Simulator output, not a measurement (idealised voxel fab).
The name of this process module is voxel wiring stack.
The width of the displayed cross-section, cut, is 160 nm; its cells are square, with a size of 5 nm.
A cross-section in this document is a grid of square cells, and it is written down as bands, the top band listed before the ones below it; a band is made up of one or more rows of cells. It is stipulated that each band's entry specify, in nanometres, the height of the top of the band and then that of its bottom, followed by the materials of the band in left-to-right sequence, each together with its width in nanometres. A single material marked by the word "edge to edge" is understood to fill the band from edge to edge; the word "air" is understood to denote empty space. A quick word on heights: they are counted from 0, and under that level the wafer as it came to us is one material throughout. The lowest band is different from the rest in having no bottom; it simply continues downward, written as in "0 -> down". It should be noted that a width expressed as "30..40" varies in equal increments from row to row of cells within the band, taking the value of the first number at the top row and that of the second number at the bottom row. For the purposes of this document, the phrase "nothing got changed" attached to a step denotes that no cell within the cross-section was modified by that step. Empty spaces counting at least 8 cells and having no open way to the top are listed in "Listed closed voids". The notation width x height at distance is used for each, the distance being from the left edge and all three values in nm. Step line, after settings: the simulator's comment on this step. overlay nm: on a step with a mask, how far right of its planned place the mask lay; negative means left.
Intended process steps
1,RECEIVE [material Si]
2,CONFORMAL_DEP [material SiO2] [thk nm 15]
3,DIRECTIONAL_DEP [material TiN] [thk nm 5]
4,DIRECTIONAL_DEP [material W] [thk nm 15]
5,DIRECTIONAL_DEP [material aC] [thk nm 10]
6,PATTERN [tone cover] [mask id METAL_1] [material resist] [width nm 20] [pitch nm 45] [thk nm 25] [overlay nm 0]
7,DIRECTIONAL_ETCH [etch materials aC] [depth nm 10]
8,STRIP [etch materials resist]
9,DIRECTIONAL_ETCH [etch materials W] [depth nm 15]
10,DIRECTIONAL_ETCH [etch materials TiN] [depth nm 5]
11,STRIP [etch materials aC]
12,CONFORMAL_DEP [material SiN] [thk nm 5]
13,FILL_DEP [material lowk] [thk nm 10]
14,CMP [height nm 35]
15,CONFORMAL_DEP [material SiCN] [thk nm 5]
16,DIRECTIONAL_DEP [material lowk] [thk nm 20]
17,PATTERN [tone open] [mask id PLUG_1] [material resist] [width nm 15] [thk nm 15] [overlay nm 0]
18,DIRECTIONAL_ETCH [etch materials lowk] [depth nm 20]
19,DIRECTIONAL_ETCH [etch materials SiCN] [depth nm 5]
20,STRIP [etch materials resist]
21,CONFORMAL_DEP [material TiN] [thk nm 5]
22,FILL_DEP [material W] [thk nm 5]
23,CMP [height nm 60]
24,CONFORMAL_DEP [material SiN] [thk nm 5]
25,DIRECTIONAL_DEP [material lowk] [thk nm 20]
26,PATTERN [tone open] [mask id METAL_2] [material resist] [width nm 20] [pitch nm 45] [thk nm 15] [overlay nm 0]
27,DIRECTIONAL_ETCH [etch materials lowk] [depth nm 20]
28,DIRECTIONAL_ETCH [etch materials SiN] [depth nm 5]
29,STRIP [etch materials resist]
30,CONFORMAL_DEP [material TiN] [thk nm 5]
31,FILL_DEP [material Ru] [thk nm 5]
32,CMP [height nm 85]
33,CONFORMAL_DEP [material SiCN] [thk nm 5]
34,DIRECTIONAL_DEP [material lowk] [thk nm 10]
35,MASKED_ETCH [tone open] [mask id PLUG_2] [width nm 15] [pitch nm 45] [etch materials lowk] [depth nm 10] [overlay nm 0]
36,MASKED_ETCH [tone open] [mask id PLUG_2] [width nm 15] [pitch nm 45] [etch materials SiCN] [depth nm 5] [overlay nm 0]
37,EPI [material Ru] [thk nm 10]
38,EPI [material Ru] [thk nm 5]
39,CONFORMAL_DEP [material SiCN] [thk nm 5]
40,DIRECTIONAL_DEP [material SiO2] [thk nm 20]
41,PATTERN [tone open] [mask id METAL_3] [material resist] [width nm 20] [pitch nm 45] [thk nm 20] [overlay nm 0]
42,DIRECTIONAL_ETCH [etch materials SiO2] [depth nm 20]
43,DIRECTIONAL_ETCH [etch materials SiCN] [depth nm 5]
44,STRIP [etch materials resist]
45,CONFORMAL_DEP [material TiN] [thk nm 5]
46,FILL_DEP [material Cu] [thk nm 5]
47,CMP [height nm 125]
48,EPI [material Ru] [thk nm 5]
49,FILL_DEP [material SiCN] [thk nm 5]
Concerning the first of two wafers, which was run in accordance with the plan
Cross-section of the incoming wafer, state after step 1
> 0 -> down: Si edge to edge
> Listed closed voids: none
Once step 2 is through, the wafer looks like this in cross-section
> 15 -> 0: SiO2 edge to edge
> Below a height of 0, the structure has not been altered.
Once step 3 is through, the wafer looks like this in cross-section
> 20 -> 15: TiN edge to edge
> Below a height of 15, the structure has not been altered.
Once step 4 is through, the wafer looks like this in cross-section
> 35 -> 20: W edge to edge
> Below a height of 20, the structure has not been altered.
Once step 5 is through, the wafer looks like this in cross-section
> 45 -> 35: aC edge to edge
> Below a height of 35, the structure has not been altered.
Once step 6 is through, the wafer looks like this in cross-section
> 70 -> 45: air (45)  resist (20)  air (25)  resist (20)  air (50)
> Below a height of 45, the structure has not been altered.
Once step 7 is through, the wafer looks like this in cross-section
> 60 -> 45: air (45)  resist (20)  air (25)  resist (20)  air (50)
> 45 -> 35: air (45)  aC (20)  air (25)  aC (20)  air (50)
> Below a height of 35, the structure has not been altered.
Once step 8 is through, the wafer looks like this in cross-section
> 45 -> 35: air (45)  aC (20)  air (25)  aC (20)  air (50)
> Below a height of 35, the structure has not been altered.
Once step 9 is through, the wafer looks like this in cross-section
> 45 -> 35: air (45)  aC (20)  air (25)  aC (20)  air (50)
> 35 -> 20: air (45)  W (20)  air (25)  W (20)  air (50)
> Below a height of 20, the structure has not been altered.
Once step 10 is through, the wafer looks like this in cross-section
> 45 -> 35: air (45)  aC (20)  air (25)  aC (20)  air (50)
> 35 -> 20: air (45)  W (20)  air (25)  W (20)  air (50)
> 20 -> 15: air (45)  TiN (20)  air (25)  TiN (20)  air (50)
> Below a height of 15, the structure has not been altered.
Once step 11 is through, the wafer looks like this in cross-section
> 35 -> 20: air (45)  W (20)  air (25)  W (20)  air (50)
> Below a height of 20, the structure has not been altered.
Once step 12 is through, the wafer looks like this in cross-section
> 40 -> 35: air (40)  SiN (30)  air (15)  SiN (30)  air (45)
> 35 -> 20: air (40)  SiN (5)  W (20)  SiN (5)  air (15)  SiN (5)  W (20)  SiN (5)  air (45)
> 20 -> 15: SiN (45)  TiN (20)  SiN (25)  TiN (20)  SiN (50)
> Below a height of 15, the structure has not been altered.
Once step 13 is through, the wafer looks like this in cross-section
> 50 -> 40: lowk edge to edge
> 40 -> 35: lowk (40)  SiN (30)  lowk (15)  SiN (30)  lowk (45)
> 35 -> 20: lowk (40)  SiN (5)  W (20)  SiN (5)  lowk (15)  SiN (5)  W (20)  SiN (5)  lowk (45)
> Below a height of 20, the structure has not been altered.
Once step 14 is through, the wafer looks like this in cross-section
> 35 -> 20: lowk (40)  SiN (5)  W (20)  SiN (5)  lowk (15)  SiN (5)  W (20)  SiN (5)  lowk (45)
> Below a height of 20, the structure has not been altered.
Once step 15 is through, the wafer looks like this in cross-section
> 40 -> 35: SiCN edge to edge
> Below a height of 35, the structure has not been altered.
Once step 16 is through, the wafer looks like this in cross-section
> 60 -> 40: lowk edge to edge
> Below a height of 40, the structure has not been altered.
Once step 17 is through, the wafer looks like this in cross-section
> 75 -> 60: resist (45)  air (15)  resist (100)
> Below a height of 60, the structure has not been altered.
Once step 18 is through, the wafer looks like this in cross-section
> 75 -> 60: resist (45)  air (15)  resist (100)
> 60 -> 40: lowk (45)  air (15)  lowk (100)
> Below a height of 40, the structure has not been altered.
Once step 19 is through, the wafer looks like this in cross-section
> 75 -> 60: resist (45)  air (15)  resist (100)
> 60 -> 40: lowk (45)  air (15)  lowk (100)
> 40 -> 35: SiCN (45)  air (15)  SiCN (100)
> Below a height of 35, the structure has not been altered.
Once step 20 is through, the wafer looks like this in cross-section
> 60 -> 40: lowk (45)  air (15)  lowk (100)
> Below a height of 40, the structure has not been altered.
Once step 21 is through, the wafer looks like this in cross-section
> 65 -> 60: TiN (50)  air (5)  TiN (105)
> 60 -> 40: lowk (45)  TiN (5)  air (5)  TiN (5)  lowk (100)
> 40 -> 35: SiCN (45)  TiN (15)  SiCN (100)
> Below a height of 35, the structure has not been altered.
Once step 22 is through, the wafer looks like this in cross-section
> 70 -> 65: W edge to edge
> 65 -> 60: TiN (50)  W (5)  TiN (105)
> 60 -> 40: lowk (45)  TiN (5)  W (5)  TiN (5)  lowk (100)
> Below a height of 40, the structure has not been altered.
Once step 23 is through, the wafer looks like this in cross-section
> 60 -> 40: lowk (45)  TiN (5)  W (5)  TiN (5)  lowk (100)
> Below a height of 40, the structure has not been altered.
Once step 24 is through, the wafer looks like this in cross-section
> 65 -> 60: SiN edge to edge
> Below a height of 60, the structure has not been altered.
Once step 25 is through, the wafer looks like this in cross-section
> 85 -> 65: lowk edge to edge
> Below a height of 65, the structure has not been altered.
Once step 26 is through, the wafer looks like this in cross-section
> 100 -> 85: resist (45)  air (20)  resist (25)  air (20)  resist (50)
> Below a height of 85, the structure has not been altered.
Once step 27 is through, the wafer looks like this in cross-section
> 100 -> 85: resist (45)  air (20)  resist (25)  air (20)  resist (50)
> 85 -> 65: lowk (45)  air (20)  lowk (25)  air (20)  lowk (50)
> Below a height of 65, the structure has not been altered.
Once step 28 is through, the wafer looks like this in cross-section
> 100 -> 85: resist (45)  air (20)  resist (25)  air (20)  resist (50)
> 85 -> 65: lowk (45)  air (20)  lowk (25)  air (20)  lowk (50)
> 65 -> 60: SiN (45)  air (20)  SiN (25)  air (20)  SiN (50)
> Below a height of 60, the structure has not been altered.
Once step 29 is through, the wafer looks like this in cross-section
> 85 -> 65: lowk (45)  air (20)  lowk (25)  air (20)  lowk (50)
> Below a height of 65, the structure has not been altered.
Once step 30 is through, the wafer looks like this in cross-section
> 90 -> 85: TiN (50)  air (10)  TiN (35)  air (10)  TiN (55)
> 85 -> 65: lowk (45)  TiN (5)  air (10)  TiN (5)  lowk (25)  TiN (5)  air (10)  TiN (5)  lowk (50)
> 65 -> 60: SiN (45)  TiN (20)  SiN (25)  TiN (20)  SiN (50)
> Below a height of 60, the structure has not been altered.
Once step 31 is through, the wafer looks like this in cross-section
> 95 -> 90: Ru edge to edge
> 90 -> 85: TiN (50)  Ru (10)  TiN (35)  Ru (10)  TiN (55)
> 85 -> 65: lowk (45)  TiN (5)  Ru (10)  TiN (5)  lowk (25)  TiN (5)  Ru (10)  TiN (5)  lowk (50)
> Below a height of 65, the structure has not been altered.
Once step 32 is through, the wafer looks like this in cross-section
> 85 -> 65: lowk (45)  TiN (5)  Ru (10)  TiN (5)  lowk (25)  TiN (5)  Ru (10)  TiN (5)  lowk (50)
> Below a height of 65, the structure has not been altered.
Once step 33 is through, the wafer looks like this in cross-section
> 90 -> 85: SiCN edge to edge
> Below a height of 85, the structure has not been altered.
Once step 34 is through, the wafer looks like this in cross-section
> 100 -> 90: lowk edge to edge
> Below a height of 90, the structure has not been altered.
Once step 35 is through, the wafer looks like this in cross-section
> 100 -> 90: lowk (45)  air (15)  lowk (30)  air (15)  lowk (55)
> Below a height of 90, the structure has not been altered.
Once step 36 is through, the wafer looks like this in cross-section
> 100 -> 90: lowk (45)  air (15)  lowk (30)  air (15)  lowk (55)
> 90 -> 85: SiCN (45)  air (15)  SiCN (30)  air (15)  SiCN (55)
> Below a height of 85, the structure has not been altered.
Once step 37 is through, the wafer looks like this in cross-section
> 100 -> 95: lowk (45)  air (15)  lowk (30)  air (15)  lowk (55)
> 95 -> 90: lowk (45)  Ru (15)  lowk (30)  Ru (15)  lowk (55)
> 90 -> 85: SiCN (45)  Ru (15)  SiCN (30)  Ru (15)  SiCN (55)
> Below a height of 85, the structure has not been altered.
Once step 38 is through, the wafer looks like this in cross-section
> 100 -> 90: lowk (45)  Ru (15)  lowk (30)  Ru (15)  lowk (55)
> Below a height of 90, the structure has not been altered.
Once step 39 is through, the wafer looks like this in cross-section
> 105 -> 100: SiCN edge to edge
> Below a height of 100, the structure has not been altered.
Once step 40 is through, the wafer looks like this in cross-section
> 125 -> 105: SiO2 edge to edge
> Below a height of 105, the structure has not been altered.
Once step 41 is through, the wafer looks like this in cross-section
> 145 -> 125: resist (45)  air (20)  resist (25)  air (20)  resist (50)
> Below a height of 125, the structure has not been altered.
Once step 42 is through, the wafer looks like this in cross-section
> 145 -> 125: resist (45)  air (20)  resist (25)  air (20)  resist (50)
> 125 -> 105: SiO2 (45)  air (20)  SiO2 (25)  air (20)  SiO2 (50)
> Below a height of 105, the structure has not been altered.
Once step 43 is through, the wafer looks like this in cross-section
> 145 -> 125: resist (45)  air (20)  resist (25)  air (20)  resist (50)
> 125 -> 105: SiO2 (45)  air (20)  SiO2 (25)  air (20)  SiO2 (50)
> 105 -> 100: SiCN (45)  air (20)  SiCN (25)  air (20)  SiCN (50)
> Below a height of 100, the structure has not been altered.
Once step 44 is through, the wafer looks like this in cross-section
> 125 -> 105: SiO2 (45)  air (20)  SiO2 (25)  air (20)  SiO2 (50)
> Below a height of 105, the structure has not been altered.
Once step 45 is through, the wafer looks like this in cross-section
> 130 -> 125: TiN (50)  air (10)  TiN (35)  air (10)  TiN (55)
> 125 -> 105: SiO2 (45)  TiN (5)  air (10)  TiN (5)  SiO2 (25)  TiN (5)  air (10)  TiN (5)  SiO2 (50)
> 105 -> 100: SiCN (45)  TiN (20)  SiCN (25)  TiN (20)  SiCN (50)
> Below a height of 100, the structure has not been altered.
Once step 46 is through, the wafer looks like this in cross-section
> 135 -> 130: Cu edge to edge
> 130 -> 125: TiN (50)  Cu (10)  TiN (35)  Cu (10)  TiN (55)
> 125 -> 105: SiO2 (45)  TiN (5)  Cu (10)  TiN (5)  SiO2 (25)  TiN (5)  Cu (10)  TiN (5)  SiO2 (50)
> Below a height of 105, the structure has not been altered.
Once step 47 is through, the wafer looks like this in cross-section
> 125 -> 105: SiO2 (45)  TiN (5)  Cu (10)  TiN (5)  SiO2 (25)  TiN (5)  Cu (10)  TiN (5)  SiO2 (50)
> Below a height of 105, the structure has not been altered.
Once step 48 is through, the wafer looks like this in cross-section
> 130 -> 125: air (40)  Ru (30)  air (15)  Ru (30)  air (45)
> Below a height of 125, the structure has not been altered.
Once step 49 is through, the wafer looks like this in cross-section
> 135 -> 130: SiCN edge to edge
> 130 -> 125: SiCN (40)  Ru (30)  SiCN (15)  Ru (30)  SiCN (45)
> Below a height of 125, the structure has not been altered.
Wafer two of the pair: same origin, same plan, one error during the run; identical to wafer one up to and including step 24
Second wafer profile in section, at the moment step 25 of the plan was meant to be complete
> 80 -> 65: lowk edge to edge
> Below a height of 65, the structure has not been altered.
Second wafer profile in section, at the moment step 26 of the plan was meant to be complete
> 95 -> 80: resist (45)  air (20)  resist (25)  air (20)  resist (50)
> Below a height of 80, the structure has not been altered.
Second wafer profile in section, at the moment step 27 of the plan was meant to be complete
> 95 -> 80: resist (45)  air (20)  resist (25)  air (20)  resist (50)
> 80 -> 65: lowk (45)  air (20)  lowk (25)  air (20)  lowk (50)
> Below a height of 65, the structure has not been altered.
Second wafer profile in section, at the moment step 28 of the plan was meant to be complete
> 95 -> 80: resist (45)  air (20)  resist (25)  air (20)  resist (50)
> 80 -> 65: lowk (45)  air (20)  lowk (25)  air (20)  lowk (50)
> 65 -> 60: SiN (45)  air (20)  SiN (25)  air (20)  SiN (50)
> Below a height of 60, the structure has not been altered.
Second wafer profile in section, at the moment step 29 of the plan was meant to be complete
> 80 -> 65: lowk (45)  air (20)  lowk (25)  air (20)  lowk (50)
> Below a height of 65, the structure has not been altered.
Second wafer profile in section, at the moment step 30 of the plan was meant to be complete
> 85 -> 80: TiN (50)  air (10)  TiN (35)  air (10)  TiN (55)
> 80 -> 65: lowk (45)  TiN (5)  air (10)  TiN (5)  lowk (25)  TiN (5)  air (10)  TiN (5)  lowk (50)
> 65 -> 60: SiN (45)  TiN (20)  SiN (25)  TiN (20)  SiN (50)
> Below a height of 60, the structure has not been altered.
Second wafer profile in section, at the moment step 31 of the plan was meant to be complete
> 90 -> 85: Ru edge to edge
> 85 -> 80: TiN (50)  Ru (10)  TiN (35)  Ru (10)  TiN (55)
> 80 -> 65: lowk (45)  TiN (5)  Ru (10)  TiN (5)  lowk (25)  TiN (5)  Ru (10)  TiN (5)  lowk (50)
> Below a height of 65, the structure has not been altered.
Second wafer profile in section, at the moment step 32 of the plan was meant to be complete
> 85 -> 80: TiN (50)  Ru (10)  TiN (35)  Ru (10)  TiN (55)
> Below a height of 80, the structure has not been altered.
Second wafer profile in section, at the moment step 33 of the plan was meant to be complete
> 90 -> 85: SiCN edge to edge
> Below a height of 85, the structure has not been altered.
Second wafer profile in section, at the moment step 34 of the plan was meant to be complete
> 100 -> 90: lowk edge to edge
> Below a height of 90, the structure has not been altered.
Second wafer profile in section, at the moment step 35 of the plan was meant to be complete
> 100 -> 90: lowk (45)  air (15)  lowk (30)  air (15)  lowk (55)
> Below a height of 90, the structure has not been altered.
Second wafer profile in section, at the moment step 36 of the plan was meant to be complete
> 100 -> 90: lowk (45)  air (15)  lowk (30)  air (15)  lowk (55)
> 90 -> 85: SiCN (45)  air (15)  SiCN (30)  air (15)  SiCN (55)
> Below a height of 85, the structure has not been altered.
Second wafer profile in section, at the moment step 37 of the plan was meant to be complete
> 100 -> 95: lowk (45)  air (15)  lowk (30)  air (15)  lowk (55)
> 95 -> 90: lowk (45)  Ru (15)  lowk (30)  Ru (15)  lowk (55)
> 90 -> 85: SiCN (45)  Ru (15)  SiCN (30)  Ru (15)  SiCN (55)
> Below a height of 85, the structure has not been altered.
Second wafer profile in section, at the moment step 38 of the plan was meant to be complete
> 100 -> 90: lowk (45)  Ru (15)  lowk (30)  Ru (15)  lowk (55)
> Below a height of 90, the structure has not been altered.
Second wafer profile in section, at the moment step 39 of the plan was meant to be complete
> 105 -> 100: SiCN edge to edge
> Below a height of 100, the structure has not been altered.
Second wafer profile in section, at the moment step 40 of the plan was meant to be complete
> 125 -> 105: SiO2 edge to edge
> Below a height of 105, the structure has not been altered.
Second wafer profile in section, at the moment step 41 of the plan was meant to be complete
> 145 -> 125: resist (45)  air (20)  resist (25)  air (20)  resist (50)
> Below a height of 125, the structure has not been altered.
Second wafer profile in section, at the moment step 42 of the plan was meant to be complete
> 145 -> 125: resist (45)  air (20)  resist (25)  air (20)  resist (50)
> 125 -> 105: SiO2 (45)  air (20)  SiO2 (25)  air (20)  SiO2 (50)
> Below a height of 105, the structure has not been altered.
Second wafer profile in section, at the moment step 43 of the plan was meant to be complete
> 145 -> 125: resist (45)  air (20)  resist (25)  air (20)  resist (50)
> 125 -> 105: SiO2 (45)  air (20)  SiO2 (25)  air (20)  SiO2 (50)
> 105 -> 100: SiCN (45)  air (20)  SiCN (25)  air (20)  SiCN (50)
> Below a height of 100, the structure has not been altered.
Second wafer profile in section, at the moment step 44 of the plan was meant to be complete
> 125 -> 105: SiO2 (45)  air (20)  SiO2 (25)  air (20)  SiO2 (50)
> Below a height of 105, the structure has not been altered.
Second wafer profile in section, at the moment step 45 of the plan was meant to be complete
> 130 -> 125: TiN (50)  air (10)  TiN (35)  air (10)  TiN (55)
> 125 -> 105: SiO2 (45)  TiN (5)  air (10)  TiN (5)  SiO2 (25)  TiN (5)  air (10)  TiN (5)  SiO2 (50)
> 105 -> 100: SiCN (45)  TiN (20)  SiCN (25)  TiN (20)  SiCN (50)
> Below a height of 100, the structure has not been altered.
Second wafer profile in section, at the moment step 46 of the plan was meant to be complete
> 135 -> 130: Cu edge to edge
> 130 -> 125: TiN (50)  Cu (10)  TiN (35)  Cu (10)  TiN (55)
> 125 -> 105: SiO2 (45)  TiN (5)  Cu (10)  TiN (5)  SiO2 (25)  TiN (5)  Cu (10)  TiN (5)  SiO2 (50)
> Below a height of 105, the structure has not been altered.
Second wafer profile in section, at the moment step 47 of the plan was meant to be complete
> 125 -> 105: SiO2 (45)  TiN (5)  Cu (10)  TiN (5)  SiO2 (25)  TiN (5)  Cu (10)  TiN (5)  SiO2 (50)
> Below a height of 105, the structure has not been altered.
Second wafer profile in section, at the moment step 48 of the plan was meant to be complete
> 130 -> 125: air (40)  Ru (30)  air (15)  Ru (30)  air (45)
> Below a height of 125, the structure has not been altered.
Second wafer profile in section, at the moment step 49 of the plan was meant to be complete
> 135 -> 130: SiCN edge to edge
> 130 -> 125: SiCN (40)  Ru (30)  SiCN (15)  Ru (30)  SiCN (45)
> Below a height of 125, the structure has not been altered.
What was done differently from what was planned? note that step 25 departed from the planned setting and was carried out as DIRECTIONAL_DEP [material lowk] [thk nm 15]
Wrapping up, a cell-based count of both wafers puts the second over or under the first for these materials: TiN +24; lowk -24
